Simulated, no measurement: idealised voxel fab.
Process module under the name voxel ribs on slabs
Displayed cross-section: cut, width of 215 nm, square cells sized 5 nm.
Cross-section layout: square cells on a grid; listed as bands, top to bottom; a band spans one or more cell rows. Per band: top height and bottom height in nm, followed by the left-to-right materials and their widths in nm; "edge to edge" marks a single material spanning edge to edge, "air" marks empty space. Heights are measured from 0, the level below which the as-received wafer is all one material; the lowest band has no bottom and continues downward, written as in "0 nm and below". A width such as "30 to 40" changes by the same amount from each row of cells to the next, from the band's top row to its bottom row. "changes: none" (step): cross-section cells unchanged, all of them. Look at "Closed internal voids" for the closed voids: empty spaces with no open path to the top, sized 8 cells or up. Each is width x height at distance, distance from the left edge, all nm. It should be noted that, on the line of a given step, the content following the step's settings is a remark produced by the simulator itself with respect to that step. overlay nm: right-of-plan distance of the mask on a masked step; negative values mean left-of-plan.
-- So here's the lineup of process steps we planned
| 1 | RECEIVE with material Si |
| 2 | DIRECTIONAL_DEP with material SiO2, thk nm 30 |
| 3 | DIRECTIONAL_DEP with material polySi, thk nm 25 |
| 4 | DIRECTIONAL_DEP with material aC, thk nm 15 |
| 5 | PATTERN with tone cover, mask id RIB, material resist, width nm 15, thk nm 35, overlay nm 0 |
| 6 | DIRECTIONAL_ETCH with etch materials aC, depth nm 15 |
| 7 | STRIP with etch materials resist |
| 8 | DIRECTIONAL_ETCH with etch materials polySi, depth nm 20 |
| 9 | STRIP with etch materials aC |
| 10 | DIRECTIONAL_DEP with material aC, thk nm 10 |
| 11 | PATTERN with tone cover, mask id SLAB, material resist, width nm 55, thk nm 30, overlay nm 0 |
| 12 | DIRECTIONAL_ETCH with etch materials aC, depth nm 10 |
| 13 | STRIP with etch materials resist |
| 14 | DIRECTIONAL_ETCH with etch materials polySi, depth nm 5 |
| 15 | STRIP with etch materials aC |
| 16 | FILL_DEP with material SiO2, thk nm 25 |
| 17 | CMP with height nm 70 |
| 18 | DIRECTIONAL_DEP with material W, thk nm 5 |
| 19 | MASKED_ETCH with tone cover, mask id HEATER, width nm 25, etch materials W, depth nm 5, overlay nm 0 |
| 20 | CONFORMAL_DEP with material SiN, thk nm 5 |
-- So this is the incoming wafer in cross-section - it's already been through step 1
    0 nm and below: Si edge to edge
    Closed internal voids: none
-- Cross-sectional result after module completion. Note: starting condition and plan are unchanged from above; one processing mistake was made
    80 nm to 75 nm: air 90 | SiN 35 | air 90
    75 nm to 70 nm: SiN 95 | W 25 | SiN 95
    70 nm to 65 nm: SiO2 edge to edge
    65 nm to 55 nm: SiO2 100 | SiN 15 | SiO2 100
    55 nm to 45 nm: SiO2 100 | polySi 15 | SiO2 100
    45 nm to 35 nm: SiN 100 | polySi 15 | SiN 100
    35 nm to 30 nm: polySi edge to edge
    30 nm to 0 nm: SiO2 edge to edge
    0 nm and below: Si edge to edge
    Closed internal voids: none
Run error: for step 10, the planned setting was not used; the step was instead run as DIRECTIONAL_DEP with material SiN, thk nm 10
